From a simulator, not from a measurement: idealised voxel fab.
The name of this process module is voxel double patterning.
We display cut, a cross-section 300 nm in width whose square cells are each 5 nm.
Cross-section layout: square cells on a grid; listed as bands, top to bottom; a band spans one or more cell rows.
Read a band's entry like this: the first values are the height of its top and the height of its bottom in nm, and what follows is the sequence of materials from left to right, each with its width in nm. Note that "air" is empty space, and that a single material marked "all across" reaches across the band from edge to edge.
The reference from which all heights are counted is 0, the level beneath which the as-received wafer is entirely one material; the lowest band, having no lower bound, proceeds downward and is written after the example "top 0, no bottom".
Per-row width for "30->40": begins at first number (top row of band), ends at second number (bottom row), increment between rows held constant.
"everything unchanged" for a step: no cell of the cross-section changed in that step.
Basically, "Enclosed empty spaces" tells you about the enclosed voids: empty spaces with no open way to the top, 8 cells or bigger, each written width x height at distance, where distance is from the left edge, all in nm.
Where a step's line continues beyond its settings, the continuation is a remark by the simulator itself on that step.
overlay nm: step with mask; distance mask lay right of planned place; negative value = left of planned place.
## This section lists the process steps that were planned
1: RECEIVE [material Si]
2: CONFORMAL_DEP [material SiO2] [thk nm 10]
3: DIRECTIONAL_DEP [material TiN] [thk nm 15]
4: DIRECTIONAL_DEP [material SiCN] [thk nm 5]
5: DIRECTIONAL_DEP [material aC] [thk nm 10]
6: PATTERN [tone open] [mask id FIRST] [material resist] [width nm 15] [pitch nm 50] [thk nm 30] [overlay nm 0]
7: DIRECTIONAL_ETCH [etch materials aC] [depth nm 10]
8: STRIP [etch materials resist]
9: DIRECTIONAL_ETCH [etch materials SiCN] [depth nm 5]
10: STRIP [etch materials aC]
11: MASKED_ETCH [tone open] [mask id SECOND] [width nm 15] [pitch nm 50] [etch materials SiCN] [depth nm 5] [overlay nm 0]
12: DIRECTIONAL_ETCH [etch materials TiN] [depth nm 15]
13: STRIP [etch materials SiCN]
## Incoming wafer in cross-section (state: after step 1)
top 0, no bottom: Si all across
Enclosed empty spaces: none
## Run as planned - first of the two wafers cross-sectioned at the end of the module
top 25, bottom 10: TiN 90 nm; air 15 nm; TiN 10 nm; air 15 nm; TiN 10 nm; air 15 nm; TiN 10 nm; air 15 nm; TiN 10 nm; air 15 nm; TiN 95 nm
top 10, bottom 0: SiO2 all across
top 0, no bottom: Si all across
Enclosed empty spaces: none
## End of module, second wafer, cross-section. Started like the first, planned like the first, run with one mistake
top 25, bottom 10: air 115 nm; TiN 15 nm; air 35 nm; TiN 15 nm; air 120 nm
top 10, bottom 0: SiO2 all across
top 0, no bottom: Si all across
Enclosed empty spaces: none
Deviation from plan: not per plan at step 11, really ran MASKED_ETCH [tone cover] [mask id SECOND] [width nm 15] [pitch nm 50] [etch materials SiCN] [depth nm 5] [overlay nm 0]
FYI, end of process, the second wafer has more or fewer cells of some materials than the first: TiN -117
